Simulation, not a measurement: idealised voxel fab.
Process module heading - voxel self aligned vias
We display cut, a cross-section 290 nm in width whose square cells are each 5 nm.
We lay out every cross-section as a grid of square cells and spell it out in bands from the top down, where one band means one or more rows of cells. Top, bottom (nm), then materials left to right with widths (nm); lone material tagged "throughout" fills the whole band edge to edge; "air" = empty space. Note: height 0 marks the level under which the wafer is uniformly one material as received. Lowest band unbounded below, written "z 0 and below". The width entry "30 to 40" should be interpreted row by row: the top row of cells in the band takes the first number, the bottom row takes the second number, and the change between adjacent rows is uniform throughout. Reading "no alterations made" for a step: not a cell of the cross-section changed in it. In "Closed-off voids" the enclosed voids are listed, meaning empty spaces of 8 cells or larger without any opening to the top. The form is width x height at distance, distance from the left edge, units nm. Heads up: the bit after the settings on a step's line is the simulator's remark on that step. "overlay nm" answers the question of how far to the right of plan the mask lay on a step that has a mask, and when it is negative the answer is to the left.

### List of planned process steps
step 1: RECEIVE | material Si
step 2: CONFORMAL_DEP | material SiO2 | thk nm 15
step 3: CONFORMAL_DEP | material SiCN | thk nm 5
step 4: DIRECTIONAL_DEP | material SiO2 | thk nm 30
step 5: DIRECTIONAL_DEP | material aC | thk nm 15
step 6: PATTERN | tone open | mask id LINES | material resist | width nm 30 | pitch nm 70 | thk nm 30 | overlay nm 0
step 7: DIRECTIONAL_ETCH | etch materials aC | depth nm 15
step 8: STRIP | etch materials resist
step 9: DIRECTIONAL_ETCH | etch materials SiO2 | depth nm 30
step 10: STRIP | etch materials aC
step 11: CONFORMAL_DEP | material TiN | thk nm 5
step 12: FILL_DEP | material W | thk nm 10
step 13: CMP | height nm 50
step 14: SELECTIVE_ETCH | etch materials W Ru TiN | depth nm 10
step 15: FILL_DEP | material SiN | thk nm 5
step 16: CMP | height nm 50
step 17: DIRECTIONAL_DEP | material SiO2 | thk nm 15
step 18: DIRECTIONAL_DEP | material aC | thk nm 15
step 19: PATTERN | tone open | mask id VIAS | material resist | width nm 50 | pitch nm 70 | thk nm 30 | overlay nm 0
step 20: DIRECTIONAL_ETCH | etch materials aC | depth nm 15
step 21: STRIP | etch materials resist
step 22: DIRECTIONAL_ETCH | etch materials SiO2 | depth nm 15
step 23: DIRECTIONAL_ETCH | etch materials SiN | depth nm 10
step 24: STRIP | etch materials aC
step 25: CONFORMAL_DEP | material TiN | thk nm 5
step 26: FILL_DEP | material W | thk nm 5
step 27: CMP | height nm 65
step 28: CONFORMAL_DEP | material SiCN | thk nm 5

### First of two wafers - as planned

### As received (post step 1): cross-section
- z 0 and below = Si throughout
- Closed-off voids: none

### Once step 2 is through, the wafer looks like this in cross-section
- z 15 to 0 = SiO2 throughout
- Under the height 0 nothing was changed.

### Once step 3 is through, the wafer looks like this in cross-section
- z 20 to 15 = SiCN throughout
- Under the height 15 nothing was changed.

### Once step 4 is through, the wafer looks like this in cross-section
- z 50 to 20 = SiO2 throughout
- Under the height 20 nothing was changed.

### Once step 5 is through, the wafer looks like this in cross-section
- z 65 to 50 = aC throughout
- Under the height 50 nothing was changed.

### Once step 6 is through, the wafer looks like this in cross-section
- z 95 to 65 = 95 of resist; 30 of air; 40 of resist; 30 of air; 95 of resist
- Under the height 65 nothing was changed.

### Once step 7 is through, the wafer looks like this in cross-section
- z 80 to 65 = 95 of resist; 30 of air; 40 of resist; 30 of air; 95 of resist
- z 65 to 50 = 95 of aC; 30 of air; 40 of aC; 30 of air; 95 of aC
- Under the height 50 nothing was changed.

### Once step 8 is through, the wafer looks like this in cross-section
- z 65 to 50 = 95 of aC; 30 of air; 40 of aC; 30 of air; 95 of aC
- Under the height 50 nothing was changed.

### Once step 9 is through, the wafer looks like this in cross-section
- z 65 to 50 = 95 of aC; 30 of air; 40 of aC; 30 of air; 95 of aC
- z 50 to 20 = 95 of SiO2; 30 of air; 40 of SiO2; 30 of air; 95 of SiO2
- Under the height 20 nothing was changed.

### Once step 10 is through, the wafer looks like this in cross-section
- z 50 to 20 = 95 of SiO2; 30 of air; 40 of SiO2; 30 of air; 95 of SiO2
- Under the height 20 nothing was changed.

### Once step 11 is through, the wafer looks like this in cross-section
- z 55 to 50 = 100 of TiN; 20 of air; 50 of TiN; 20 of air; 100 of TiN
- z 50 to 25 = 95 of SiO2; 5 of TiN; 20 of air; 5 of TiN; 40 of SiO2; 5 of TiN; 20 of air; 5 of TiN; 95 of SiO2
- z 25 to 20 = 95 of SiO2; 30 of TiN; 40 of SiO2; 30 of TiN; 95 of SiO2
- Under the height 20 nothing was changed.

### Once step 12 is through, the wafer looks like this in cross-section
- z 65 to 55 = W throughout
- z 55 to 50 = 100 of TiN; 20 of W; 50 of TiN; 20 of W; 100 of TiN
- z 50 to 25 = 95 of SiO2; 5 of TiN; 20 of W; 5 of TiN; 40 of SiO2; 5 of TiN; 20 of W; 5 of TiN; 95 of SiO2
- Under the height 25 nothing was changed.

### Once step 13 is through, the wafer looks like this in cross-section
- z 50 to 25 = 95 of SiO2; 5 of TiN; 20 of W; 5 of TiN; 40 of SiO2; 5 of TiN; 20 of W; 5 of TiN; 95 of SiO2
- Under the height 25 nothing was changed.

### Once step 14 is through, the wafer looks like this in cross-section
- z 50 to 40 = 95 of SiO2; 30 of air; 40 of SiO2; 30 of air; 95 of SiO2
- Under the height 40 nothing was changed.

### Once step 15 is through, the wafer looks like this in cross-section
- z 55 to 50 = SiN throughout
- z 50 to 40 = 95 of SiO2; 30 of SiN; 40 of SiO2; 30 of SiN; 95 of SiO2
- Under the height 40 nothing was changed.

### Once step 16 is through, the wafer looks like this in cross-section
- z 50 to 40 = 95 of SiO2; 30 of SiN; 40 of SiO2; 30 of SiN; 95 of SiO2
- Under the height 40 nothing was changed.

### Once step 17 is through, the wafer looks like this in cross-section
- z 65 to 50 = SiO2 throughout
- Under the height 50 nothing was changed.

### Once step 18 is through, the wafer looks like this in cross-section
- z 80 to 65 = aC throughout
- Under the height 65 nothing was changed.

### Once step 19 is through, the wafer looks like this in cross-section
- z 110 to 80 = 85 of resist; 50 of air; 20 of resist; 50 of air; 85 of resist
- Under the height 80 nothing was changed.

### Once step 20 is through, the wafer looks like this in cross-section
- z 95 to 80 = 85 of resist; 50 of air; 20 of resist; 50 of air; 85 of resist
- z 80 to 65 = 85 of aC; 50 of air; 20 of aC; 50 of air; 85 of aC
- Under the height 65 nothing was changed.

### Once step 21 is through, the wafer looks like this in cross-section
- z 80 to 65 = 85 of aC; 50 of air; 20 of aC; 50 of air; 85 of aC
- Under the height 65 nothing was changed.

### Once step 22 is through, the wafer looks like this in cross-section
- z 80 to 65 = 85 of aC; 50 of air; 20 of aC; 50 of air; 85 of aC
- z 65 to 50 = 85 of SiO2; 50 of air; 20 of SiO2; 50 of air; 85 of SiO2
- Under the height 50 nothing was changed.

### Once step 23 is through, the wafer looks like this in cross-section
- z 80 to 65 = 85 of aC; 50 of air; 20 of aC; 50 of air; 85 of aC
- z 65 to 50 = 85 of SiO2; 50 of air; 20 of SiO2; 50 of air; 85 of SiO2
- z 50 to 40 = 95 of SiO2; 30 of air; 40 of SiO2; 30 of air; 95 of SiO2
- Under the height 40 nothing was changed.

### Once step 24 is through, the wafer looks like this in cross-section
- z 65 to 50 = 85 of SiO2; 50 of air; 20 of SiO2; 50 of air; 85 of SiO2
- Under the height 50 nothing was changed.

### Once step 25 is through, the wafer looks like this in cross-section
- z 70 to 65 = 90 of TiN; 40 of air; 30 of TiN; 40 of air; 90 of TiN
- z 65 to 55 = 85 of SiO2; 5 of TiN; 40 of air; 5 of TiN; 20 of SiO2; 5 of TiN; 40 of air; 5 of TiN; 85 of SiO2
- z 55 to 45 = 85 to 95 of SiO2; 15 to 5 of TiN; 20 of air; 15 to 5 of TiN; 20 to 40 of SiO2; 15 to 5 of TiN; 20 of air; 15 to 5 of TiN; 85 to 95 of SiO2
- z 45 to 40 = 95 of SiO2; 30 of TiN; 40 of SiO2; 30 of TiN; 95 of SiO2
- Under the height 40 nothing was changed.

### Once step 26 is through, the wafer looks like this in cross-section
- z 75 to 70 = W throughout
- z 70 to 65 = 90 of TiN; 40 of W; 30 of TiN; 40 of W; 90 of TiN
- z 65 to 55 = 85 of SiO2; 5 of TiN; 40 of W; 5 of TiN; 20 of SiO2; 5 of TiN; 40 of W; 5 of TiN; 85 of SiO2
- z 55 to 45 = 85 to 95 of SiO2; 15 to 5 of TiN; 20 of W; 15 to 5 of TiN; 20 to 40 of SiO2; 15 to 5 of TiN; 20 of W; 15 to 5 of TiN; 85 to 95 of SiO2
- Under the height 45 nothing was changed.

### Once step 27 is through, the wafer looks like this in cross-section
- z 65 to 55 = 85 of SiO2; 5 of TiN; 40 of W; 5 of TiN; 20 of SiO2; 5 of TiN; 40 of W; 5 of TiN; 85 of SiO2
- Under the height 55 nothing was changed.

### Once step 28 is through, the wafer looks like this in cross-section
- z 70 to 65 = SiCN throughout
- Under the height 65 nothing was changed.

### Notes, second wafer: start = first wafer's, plan = first wafer's, execution had one mistake; history identical to first through step 1

### What the second wafer looks like in cross-section when step 2 should have wrapped up
- z 5 to 0 = SiCN throughout
- Under the height 0 nothing was changed.

### What the second wafer looks like in cross-section when step 3 should have wrapped up
- z 20 to 5 = SiO2 throughout
- Under the height 5 nothing was changed.

### What the second wafer looks like in cross-section when step 4 should have wrapped up
- z 50 to 5 = SiO2 throughout
- Under the height 5 nothing was changed.

### What the second wafer looks like in cross-section when step 5 should have wrapped up
- z 65 to 50 = aC throughout
- Under the height 50 nothing was changed.

### What the second wafer looks like in cross-section when step 6 should have wrapped up
- z 95 to 65 = 95 of resist; 30 of air; 40 of resist; 30 of air; 95 of resist
- Under the height 65 nothing was changed.

### What the second wafer looks like in cross-section when step 7 should have wrapped up
- z 80 to 65 = 95 of resist; 30 of air; 40 of resist; 30 of air; 95 of resist
- z 65 to 50 = 95 of aC; 30 of air; 40 of aC; 30 of air; 95 of aC
- Under the height 50 nothing was changed.

### What the second wafer looks like in cross-section when step 8 should have wrapped up
- z 65 to 50 = 95 of aC; 30 of air; 40 of aC; 30 of air; 95 of aC
- Under the height 50 nothing was changed.

### What the second wafer looks like in cross-section when step 9 should have wrapped up
- z 65 to 50 = 95 of aC; 30 of air; 40 of aC; 30 of air; 95 of aC
- z 50 to 20 = 95 of SiO2; 30 of air; 40 of SiO2; 30 of air; 95 of SiO2
- Under the height 20 nothing was changed.

### What the second wafer looks like in cross-section when step 10 should have wrapped up
- z 50 to 20 = 95 of SiO2; 30 of air; 40 of SiO2; 30 of air; 95 of SiO2
- Under the height 20 nothing was changed.

### What the second wafer looks like in cross-section when step 11 should have wrapped up
- z 55 to 50 = 100 of TiN; 20 of air; 50 of TiN; 20 of air; 100 of TiN
- z 50 to 25 = 95 of SiO2; 5 of TiN; 20 of air; 5 of TiN; 40 of SiO2; 5 of TiN; 20 of air; 5 of TiN; 95 of SiO2
- z 25 to 20 = 95 of SiO2; 30 of TiN; 40 of SiO2; 30 of TiN; 95 of SiO2
- Under the height 20 nothing was changed.

### What the second wafer looks like in cross-section when step 12 should have wrapped up
- z 65 to 55 = W throughout
- z 55 to 50 = 100 of TiN; 20 of W; 50 of TiN; 20 of W; 100 of TiN
- z 50 to 25 = 95 of SiO2; 5 of TiN; 20 of W; 5 of TiN; 40 of SiO2; 5 of TiN; 20 of W; 5 of TiN; 95 of SiO2
- Under the height 25 nothing was changed.

### What the second wafer looks like in cross-section when step 13 should have wrapped up
- z 50 to 25 = 95 of SiO2; 5 of TiN; 20 of W; 5 of TiN; 40 of SiO2; 5 of TiN; 20 of W; 5 of TiN; 95 of SiO2
- Under the height 25 nothing was changed.

### What the second wafer looks like in cross-section when step 14 should have wrapped up
- z 50 to 40 = 95 of SiO2; 30 of air; 40 of SiO2; 30 of air; 95 of SiO2
- Under the height 40 nothing was changed.

### What the second wafer looks like in cross-section when step 15 should have wrapped up
- z 55 to 50 = SiN throughout
- z 50 to 40 = 95 of SiO2; 30 of SiN; 40 of SiO2; 30 of SiN; 95 of SiO2
- Under the height 40 nothing was changed.

### What the second wafer looks like in cross-section when step 16 should have wrapped up
- z 50 to 40 = 95 of SiO2; 30 of SiN; 40 of SiO2; 30 of SiN; 95 of SiO2
- Under the height 40 nothing was changed.

### What the second wafer looks like in cross-section when step 17 should have wrapped up
- z 65 to 50 = SiO2 throughout
- Under the height 50 nothing was changed.

### What the second wafer looks like in cross-section when step 18 should have wrapped up
- z 80 to 65 = aC throughout
- Under the height 65 nothing was changed.

### What the second wafer looks like in cross-section when step 19 should have wrapped up
- z 110 to 80 = 85 of resist; 50 of air; 20 of resist; 50 of air; 85 of resist
- Under the height 80 nothing was changed.

### What the second wafer looks like in cross-section when step 20 should have wrapped up
- z 95 to 80 = 85 of resist; 50 of air; 20 of resist; 50 of air; 85 of resist
- z 80 to 65 = 85 of aC; 50 of air; 20 of aC; 50 of air; 85 of aC
- Under the height 65 nothing was changed.

### What the second wafer looks like in cross-section when step 21 should have wrapped up
- z 80 to 65 = 85 of aC; 50 of air; 20 of aC; 50 of air; 85 of aC
- Under the height 65 nothing was changed.

### What the second wafer looks like in cross-section when step 22 should have wrapped up
- z 80 to 65 = 85 of aC; 50 of air; 20 of aC; 50 of air; 85 of aC
- z 65 to 50 = 85 of SiO2; 50 of air; 20 of SiO2; 50 of air; 85 of SiO2
- Under the height 50 nothing was changed.

### What the second wafer looks like in cross-section when step 23 should have wrapped up
- z 80 to 65 = 85 of aC; 50 of air; 20 of aC; 50 of air; 85 of aC
- z 65 to 50 = 85 of SiO2; 50 of air; 20 of SiO2; 50 of air; 85 of SiO2
- z 50 to 40 = 95 of SiO2; 30 of air; 40 of SiO2; 30 of air; 95 of SiO2
- Under the height 40 nothing was changed.

### What the second wafer looks like in cross-section when step 24 should have wrapped up
- z 65 to 50 = 85 of SiO2; 50 of air; 20 of SiO2; 50 of air; 85 of SiO2
- Under the height 50 nothing was changed.

### What the second wafer looks like in cross-section when step 25 should have wrapped up
- z 70 to 65 = 90 of TiN; 40 of air; 30 of TiN; 40 of air; 90 of TiN
- z 65 to 55 = 85 of SiO2; 5 of TiN; 40 of air; 5 of TiN; 20 of SiO2; 5 of TiN; 40 of air; 5 of TiN; 85 of SiO2
- z 55 to 45 = 85 to 95 of SiO2; 15 to 5 of TiN; 20 of air; 15 to 5 of TiN; 20 to 40 of SiO2; 15 to 5 of TiN; 20 of air; 15 to 5 of TiN; 85 to 95 of SiO2
- z 45 to 40 = 95 of SiO2; 30 of TiN; 40 of SiO2; 30 of TiN; 95 of SiO2
- Under the height 40 nothing was changed.

### What the second wafer looks like in cross-section when step 26 should have wrapped up
- z 75 to 70 = W throughout
- z 70 to 65 = 90 of TiN; 40 of W; 30 of TiN; 40 of W; 90 of TiN
- z 65 to 55 = 85 of SiO2; 5 of TiN; 40 of W; 5 of TiN; 20 of SiO2; 5 of TiN; 40 of W; 5 of TiN; 85 of SiO2
- z 55 to 45 = 85 to 95 of SiO2; 15 to 5 of TiN; 20 of W; 15 to 5 of TiN; 20 to 40 of SiO2; 15 to 5 of TiN; 20 of W; 15 to 5 of TiN; 85 to 95 of SiO2
- Under the height 45 nothing was changed.

### What the second wafer looks like in cross-section when step 27 should have wrapped up
- z 65 to 55 = 85 of SiO2; 5 of TiN; 40 of W; 5 of TiN; 20 of SiO2; 5 of TiN; 40 of W; 5 of TiN; 85 of SiO2
- Under the height 55 nothing was changed.

### What the second wafer looks like in cross-section when step 28 should have wrapped up
- z 70 to 65 = SiCN throughout
- Under the height 65 nothing was changed.
Short version of what went wrong: the executed order of steps 2 and 3 is the reverse of that specified in the plan, each step having taken the other's position
When the process is done, the second wafer contains the same cell count of every material as the first wafer, but distributed over other locations.
